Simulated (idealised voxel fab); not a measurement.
Documented hereafter: the process module known as voxel capacitor over wiring.
Xsec cut, 275 nm wide, square cell size 5 nm.
Notation: cross-section as square-cell grid; stated in bands, top first, going down; one or more cell rows per band.
Look at the band entry: it leads with the top's height and the bottom's height in nm. Then it lists the materials left to right, with a width in nm for each. The word "edge to edge" on a single material says that material fills the band edge to edge. The word "blank" is empty space.
Zero point of the height axis is 0; under it, received wafer = one material. Lowest band: continues down indefinitely, "z 0 and below".
A width such as "30..40" changes by the same amount from each row of cells to the next, from the band's top row to its bottom row.
It should be understood that the words "remains unaltered", when stated for a given step, signify that the cross-section underwent no change in any of its cells during that step.
If an empty space has no open way to the top and is at least 8 cells in size, "Cavities, closed" lists it, written width x height at distance, where distance is measured from the left edge and every value is in nm.
What comes after the settings on a step's line is commentary from the simulator itself on that step.
overlay nm: how far to the right of its planned place the mask lay on this masked step (negative: to the left).
-- The following list gives the planned process steps
1 op RECEIVE | material Si
2 op CONFORMAL_DEP | material SiO2 | thk nm 15
3 op DIRECTIONAL_DEP | material TiN | thk nm 5
4 op DIRECTIONAL_DEP | material W | thk nm 15
5 op MASKED_ETCH | tone cover | mask id METAL_1 | width nm 30 | pitch nm 100 | etch materials W | depth nm 15 | overlay nm 0
6 op MASKED_ETCH | tone cover | mask id METAL_1 | width nm 30 | pitch nm 100 | etch materials TiN | depth nm 5 | overlay nm 0
7 op FILL_DEP | material SiO2 | thk nm 10
8 op CMP | height nm 35
9 op CONFORMAL_DEP | material SiCN | thk nm 5
10 op DIRECTIONAL_DEP | material lowk | thk nm 10
11 op PATTERN | tone open | mask id PLUG_1 | material resist | width nm 15 | thk nm 15 | overlay nm 0
12 op DIRECTIONAL_ETCH | etch materials lowk | depth nm 10
13 op DIRECTIONAL_ETCH | etch materials SiCN | depth nm 5
14 op STRIP | etch materials resist
15 op EPI | material Ru | thk nm 10
16 op EPI | material Ru | thk nm 5
17 op DIRECTIONAL_DEP | material TiN | thk nm 10
18 op DIRECTIONAL_DEP | material SiN | thk nm 5
19 op DIRECTIONAL_DEP | material TiN | thk nm 5
20 op DIRECTIONAL_DEP | material aC | thk nm 10
21 op PATTERN | tone cover | mask id UPPER_PLATE | material resist | width nm 75 | thk nm 25 | overlay nm 0
22 op DIRECTIONAL_ETCH | etch materials aC | depth nm 10
23 op STRIP | etch materials resist
24 op DIRECTIONAL_ETCH | etch materials TiN | depth nm 5
25 op DIRECTIONAL_ETCH | etch materials SiN | depth nm 5
26 op STRIP | etch materials aC
27 op MASKED_ETCH | tone cover | mask id LOWER_PLATE | width nm 85 | etch materials TiN | depth nm 10 | overlay nm 0
28 op FILL_DEP | material SiO2 | thk nm 20
29 op CMP | height nm 85
30 op MASKED_ETCH | tone open | mask id PLUG_2 | width nm 15 | etch materials SiO2 | depth nm 15 | overlay nm 0
31 op CONFORMAL_DEP | material TiN | thk nm 5
32 op FILL_DEP | material Ru | thk nm 5
33 op CMP | height nm 85
34 op CONFORMAL_DEP | material SiN | thk nm 5
-- Wafer, first of two, run as planned
-- The cross-section here shows the wafer as received, i.e. in its state after step 1
  z 0 and below | Si edge to edge
  Cavities, closed: none
-- Cross-section: wafer state after step 2
  z 15 to 0 | SiO2 edge to edge
  Below a height of 0, the structure has not been altered.
-- Cross-section: wafer state after step 3
  z 20 to 15 | TiN edge to edge
  Below a height of 15, the structure has not been altered.
-- Cross-section: wafer state after step 4
  z 35 to 20 | W edge to edge
  Below a height of 20, the structure has not been altered.
-- Cross-section: wafer state after step 5
  z 35 to 20 | 70 blank / 30 W / 70 blank / 30 W / 75 blank
  Below a height of 20, the structure has not been altered.
-- Cross-section: wafer state after step 6
  z 35 to 20 | 70 blank / 30 W / 70 blank / 30 W / 75 blank
  z 20 to 15 | 70 blank / 30 TiN / 70 blank / 30 TiN / 75 blank
  Below a height of 15, the structure has not been altered.
-- Cross-section: wafer state after step 7
  z 45 to 35 | SiO2 edge to edge
  z 35 to 20 | 70 SiO2 / 30 W / 70 SiO2 / 30 W / 75 SiO2
  z 20 to 15 | 70 SiO2 / 30 TiN / 70 SiO2 / 30 TiN / 75 SiO2
  Below a height of 15, the structure has not been altered.
-- Cross-section: wafer state after step 8
  z 35 to 20 | 70 SiO2 / 30 W / 70 SiO2 / 30 W / 75 SiO2
  Below a height of 20, the structure has not been altered.
-- Cross-section: wafer state after step 9
  z 40 to 35 | SiCN edge to edge
  Below a height of 35, the structure has not been altered.
-- Cross-section: wafer state after step 10
  z 50 to 40 | lowk edge to edge
  Below a height of 40, the structure has not been altered.
-- Cross-section: wafer state after step 11
  z 65 to 50 | 85 resist / 15 blank / 175 resist
  Below a height of 50, the structure has not been altered.
-- Cross-section: wafer state after step 12
  z 65 to 50 | 85 resist / 15 blank / 175 resist
  z 50 to 40 | 85 lowk / 15 blank / 175 lowk
  Below a height of 40, the structure has not been altered.
-- Cross-section: wafer state after step 13
  z 65 to 50 | 85 resist / 15 blank / 175 resist
  z 50 to 40 | 85 lowk / 15 blank / 175 lowk
  z 40 to 35 | 85 SiCN / 15 blank / 175 SiCN
  Below a height of 35, the structure has not been altered.
-- Cross-section: wafer state after step 14
  z 50 to 40 | 85 lowk / 15 blank / 175 lowk
  Below a height of 40, the structure has not been altered.
-- Cross-section: wafer state after step 15
  z 50 to 45 | 85 lowk / 15 blank / 175 lowk
  z 45 to 40 | 85 lowk / 15 Ru / 175 lowk
  z 40 to 35 | 85 SiCN / 15 Ru / 175 SiCN
  Below a height of 35, the structure has not been altered.
-- Cross-section: wafer state after step 16
  z 50 to 40 | 85 lowk / 15 Ru / 175 lowk
  Below a height of 40, the structure has not been altered.
-- Cross-section: wafer state after step 17
  z 60 to 50 | TiN edge to edge
  Below a height of 50, the structure has not been altered.
-- Cross-section: wafer state after step 18
  z 65 to 60 | SiN edge to edge
  Below a height of 60, the structure has not been altered.
-- Cross-section: wafer state after step 19
  z 70 to 65 | TiN edge to edge
  Below a height of 65, the structure has not been altered.
-- Cross-section: wafer state after step 20
  z 80 to 70 | aC edge to edge
  Below a height of 70, the structure has not been altered.
-- Cross-section: wafer state after step 21
  z 105 to 80 | 85 blank / 75 resist / 115 blank
  Below a height of 80, the structure has not been altered.
-- Cross-section: wafer state after step 22
  z 95 to 80 | 85 blank / 75 resist / 115 blank
  z 80 to 70 | 85 blank / 75 aC / 115 blank
  Below a height of 70, the structure has not been altered.
-- Cross-section: wafer state after step 23
  z 80 to 70 | 85 blank / 75 aC / 115 blank
  Below a height of 70, the structure has not been altered.
-- Cross-section: wafer state after step 24
  z 80 to 70 | 85 blank / 75 aC / 115 blank
  z 70 to 65 | 85 blank / 75 TiN / 115 blank
  Below a height of 65, the structure has not been altered.
-- Cross-section: wafer state after step 25
  z 80 to 70 | 85 blank / 75 aC / 115 blank
  z 70 to 65 | 85 blank / 75 TiN / 115 blank
  z 65 to 60 | 85 blank / 75 SiN / 115 blank
  Below a height of 60, the structure has not been altered.
-- Cross-section: wafer state after step 26
  z 70 to 65 | 85 blank / 75 TiN / 115 blank
  Below a height of 65, the structure has not been altered.
-- Cross-section: wafer state after step 27
  z 70 to 65 | 85 blank / 75 TiN / 115 blank
  z 65 to 60 | 85 blank / 75 SiN / 115 blank
  z 60 to 50 | 80 blank / 85 TiN / 110 blank
  Below a height of 50, the structure has not been altered.
-- Cross-section: wafer state after step 28
  z 90 to 70 | SiO2 edge to edge
  z 70 to 65 | 85 SiO2 / 75 TiN / 115 SiO2
  z 65 to 60 | 85 SiO2 / 75 SiN / 115 SiO2
  z 60 to 50 | 80 SiO2 / 85 TiN / 110 SiO2
  Below a height of 50, the structure has not been altered.
-- Cross-section: wafer state after step 29
  z 85 to 70 | SiO2 edge to edge
  Below a height of 70, the structure has not been altered.
-- Cross-section: wafer state after step 30
  z 85 to 70 | 95 SiO2 / 15 blank / 165 SiO2
  Below a height of 70, the structure has not been altered.
-- Cross-section: wafer state after step 31
  z 90 to 85 | 100 TiN / 5 blank / 170 TiN
  z 85 to 75 | 95 SiO2 / 5 TiN / 5 blank / 5 TiN / 165 SiO2
  z 75 to 65 | 95..85 SiO2 / 15..75 TiN / 165..115 SiO2
  Below a height of 65, the structure has not been altered.
-- Cross-section: wafer state after step 32
  z 95 to 90 | Ru edge to edge
  z 90 to 85 | 100 TiN / 5 Ru / 170 TiN
  z 85 to 75 | 95 SiO2 / 5 TiN / 5 Ru / 5 TiN / 165 SiO2
  Below a height of 75, the structure has not been altered.
-- Cross-section: wafer state after step 33
  z 85 to 75 | 95 SiO2 / 5 TiN / 5 Ru / 5 TiN / 165 SiO2
  Below a height of 75, the structure has not been altered.
-- Cross-section: wafer state after step 34
  z 90 to 85 | SiN edge to edge
  Below a height of 85, the structure has not been altered.
-- The second wafer began exactly as the first did and followed the same plan, but one mistake was made while running it; through step 14 inclusive, the two wafers are identical
-- Cross-sectional view of the second wafer at the intended end time of process step 15
  z 55 to 50 | 80 blank / 25 Ru / 170 blank
  z 50 to 40 | 85 lowk / 15 Ru / 175 lowk
  z 40 to 35 | 85 SiCN / 15 Ru / 175 SiCN
  Below a height of 35, the structure has not been altered.
-- Cross-sectional view of the second wafer at the intended end time of process step 16
  z 60 to 50 | 75 blank / 35 Ru / 165 blank
  Below a height of 50, the structure has not been altered.
-- Cross-sectional view of the second wafer at the intended end time of process step 17
  z 70 to 60 | 75 blank / 35 TiN / 165 blank
  z 60 to 50 | 75 TiN / 35 Ru / 165 TiN
  Below a height of 50, the structure has not been altered.
-- Cross-sectional view of the second wafer at the intended end time of process step 18
  z 75 to 70 | 75 blank / 35 SiN / 165 blank
  z 70 to 65 | 75 blank / 35 TiN / 165 blank
  z 65 to 60 | 75 SiN / 35 TiN / 165 SiN
  Below a height of 60, the structure has not been altered.
-- Cross-sectional view of the second wafer at the intended end time of process step 19
  z 80 to 75 | 75 blank / 35 TiN / 165 blank
  z 75 to 70 | 75 blank / 35 SiN / 165 blank
  z 70 to 65 | TiN edge to edge
  Below a height of 65, the structure has not been altered.
-- Cross-sectional view of the second wafer at the intended end time of process step 20
  z 90 to 80 | 75 blank / 35 aC / 165 blank
  z 80 to 75 | 75 aC / 35 TiN / 165 aC
  z 75 to 70 | 75 aC / 35 SiN / 165 aC
  Below a height of 70, the structure has not been altered.
-- Cross-sectional view of the second wafer at the intended end time of process step 21
  z 115 to 90 | 85 blank / 75 resist / 115 blank
  z 90 to 80 | 75 blank / 35 aC / 50 resist / 115 blank
  Below a height of 80, the structure has not been altered.
-- Cross-sectional view of the second wafer at the intended end time of process step 22
  z 105 to 90 | 85 blank / 75 resist / 115 blank
  z 90 to 80 | 85 blank / 25 aC / 50 resist / 115 blank
  z 80 to 75 | 75 blank / 35 TiN / 50 aC / 115 blank
  z 75 to 70 | 75 blank / 35 SiN / 50 aC / 115 blank
  Below a height of 70, the structure has not been altered.
-- Cross-sectional view of the second wafer at the intended end time of process step 23
  z 90 to 80 | 85 blank / 25 aC / 165 blank
  Below a height of 80, the structure has not been altered.
-- Cross-sectional view of the second wafer at the intended end time of process step 24
  z 90 to 80 | 85 blank / 25 aC / 165 blank
  z 80 to 75 | 85 blank / 25 TiN / 50 aC / 115 blank
  z 75 to 70 | 75 blank / 35 SiN / 50 aC / 115 blank
  z 70 to 65 | 75 blank / 85 TiN / 115 blank
  Below a height of 65, the structure has not been altered.
-- Cross-sectional view of the second wafer at the intended end time of process step 25
  z 90 to 80 | 85 blank / 25 aC / 165 blank
  z 80 to 75 | 85 blank / 25 TiN / 50 aC / 115 blank
  z 75 to 70 | 85 blank / 25 SiN / 50 aC / 115 blank
  z 70 to 65 | 75 blank / 85 TiN / 115 blank
  z 65 to 60 | 75 blank / 35 TiN / 50 SiN / 115 blank
  Below a height of 60, the structure has not been altered.
-- Cross-sectional view of the second wafer at the intended end time of process step 26
  z 80 to 75 | 85 blank / 25 TiN / 165 blank
  z 75 to 70 | 85 blank / 25 SiN / 165 blank
  Below a height of 70, the structure has not been altered.
-- Cross-sectional view of the second wafer at the intended end time of process step 27
  z 80 to 75 | 85 blank / 25 TiN / 165 blank
  z 75 to 70 | 85 blank / 25 SiN / 165 blank
  z 70 to 65 | 80 blank / 80 TiN / 115 blank
  z 65 to 60 | 80 blank / 30 TiN / 50 SiN / 115 blank
  z 60 to 50 | 75 blank / 35 Ru / 55 TiN / 110 blank
  Below a height of 50, the structure has not been altered.
-- Cross-sectional view of the second wafer at the intended end time of process step 28
  z 100 to 80 | SiO2 edge to edge
  z 80 to 75 | 85 SiO2 / 25 TiN / 165 SiO2
  z 75 to 70 | 85 SiO2 / 25 SiN / 165 SiO2
  z 70 to 65 | 80 SiO2 / 80 TiN / 115 SiO2
  z 65 to 60 | 80 SiO2 / 30 TiN / 50 SiN / 115 SiO2
  z 60 to 50 | 75 SiO2 / 35 Ru / 55 TiN / 110 SiO2
  Below a height of 50, the structure has not been altered.
-- Cross-sectional view of the second wafer at the intended end time of process step 29
  z 85 to 80 | SiO2 edge to edge
  Below a height of 80, the structure has not been altered.
-- Cross-sectional view of the second wafer at the intended end time of process step 30
  z 85 to 80 | 95 SiO2 / 15 blank / 165 SiO2
  Below a height of 80, the structure has not been altered.
-- Cross-sectional view of the second wafer at the intended end time of process step 31
  z 90 to 85 | 100 TiN / 5 blank / 170 TiN
  z 85 to 75 | 95..85 SiO2 / 15..25 TiN / 165 SiO2
  Below a height of 75, the structure has not been altered.
-- Cross-sectional view of the second wafer at the intended end time of process step 32
  z 95 to 90 | Ru edge to edge
  z 90 to 85 | 100 TiN / 5 Ru / 170 TiN
  Below a height of 85, the structure has not been altered.
-- Cross-sectional view of the second wafer at the intended end time of process step 33
  z 85 to 75 | 95..85 SiO2 / 15..25 TiN / 165 SiO2
  Below a height of 75, the structure has not been altered.
-- Cross-sectional view of the second wafer at the intended end time of process step 34
  z 90 to 85 | SiN edge to edge
  Below a height of 85, the structure has not been altered.
Which mistake was made when the wafer was run? step 15 in the plan was executed twice
Once processing is complete, comparing cell counts shows that the second wafer has more or fewer of certain materials than the first: +12 Ru, -8 SiO2, -4 TiN
